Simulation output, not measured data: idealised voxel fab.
process module | voxel self aligned contacts
cross-section cut | 280 nm wide | cells 5 nm
A cross-section is a grid of square cells, given in bands from the top down. A band is one or more rows of cells.
Each band's line starts with the height of the band's top and of its bottom, in nm. Then come its materials from left to right, each with its width in nm. One material with "throughout" fills the band from edge to edge. "air" is empty space.
Height 0 is the level under which the wafer as received is all one material. The lowest band goes on downwards, as in "0 down".
A width such as "30 to 40" changes by the same amount from each row of cells to the next, from the band's top row to its bottom row.
"no change" after a step means that no cell of the cross-section changed.
closed voids: empty space of 8 cells or more with no open way to the top, each as width x height at its distance from the left edge, in nm
after a step's settings: what the simulator itself notes on the step
overlay nm, on a step with a mask: how far to the right of its planned place the mask lay; to the left if negative
plan
1 op RECEIVE | material Si
2 op CONFORMAL_DEP | material SiO2 | thk nm 5
3 op DIRECTIONAL_DEP | material polySi | thk nm 30
4 op DIRECTIONAL_DEP | material SiN | thk nm 15
5 op MASKED_ETCH | tone cover | mask id GATE | width nm 25 | pitch nm 60 | etch materials SiN | depth nm 15 | overlay nm 0
6 op MASKED_ETCH | tone cover | mask id GATE | width nm 25 | pitch nm 60 | etch materials polySi | depth nm 30 | overlay nm 0
7 op CONFORMAL_DEP | material SiN | thk nm 5
8 op DIRECTIONAL_ETCH | etch materials SiN | depth nm 5
9 op FILL_DEP | material SiO2 | thk nm 20
10 op CMP | height nm 60
11 op PATTERN | tone open | mask id CONTACT | material resist | width nm 45 | thk nm 15 | overlay nm -15
12 op DIRECTIONAL_ETCH | etch materials SiO2 | depth nm 60
13 op STRIP | etch materials resist
14 op CONFORMAL_DEP | material TiN | thk nm 5
15 op FILL_DEP | material Ru | thk nm 5
16 op CMP | height nm 60
17 op CONFORMAL_DEP | material SiN | thk nm 5
varied across the wafers: overlay nm of step 11. The plan shows the first wafer's value. All wafers start alike
first wafer as received, after step 1
  0 down: Si throughout
  closed voids: none
each wafer at the end: cells of each material gained (+) or lost (-) since it was received, then its closed voids
overlay nm -15 | +27 Ru | +122 SiN | +488 SiO2 | +31 TiN | +60 polySi | closed voids: none
overlay nm -10 | +37 Ru | +122 SiN | +478 SiO2 | +31 TiN | +60 polySi | closed voids: none
overlay nm -5 | +37 Ru | +122 SiN | +478 SiO2 | +31 TiN | +60 polySi | closed voids: none
overlay nm 0 | +37 Ru | +122 SiN | +478 SiO2 | +31 TiN | +60 polySi | closed voids: none
overlay nm 5 | +37 Ru | +122 SiN | +478 SiO2 | +31 TiN | +60 polySi | closed voids: none
overlay nm 10 | +37 Ru | +122 SiN | +478 SiO2 | +31 TiN | +60 polySi | closed voids: none
overlay nm 15 | +27 Ru | +122 SiN | +488 SiO2 | +31 TiN | +60 polySi | closed voids: none
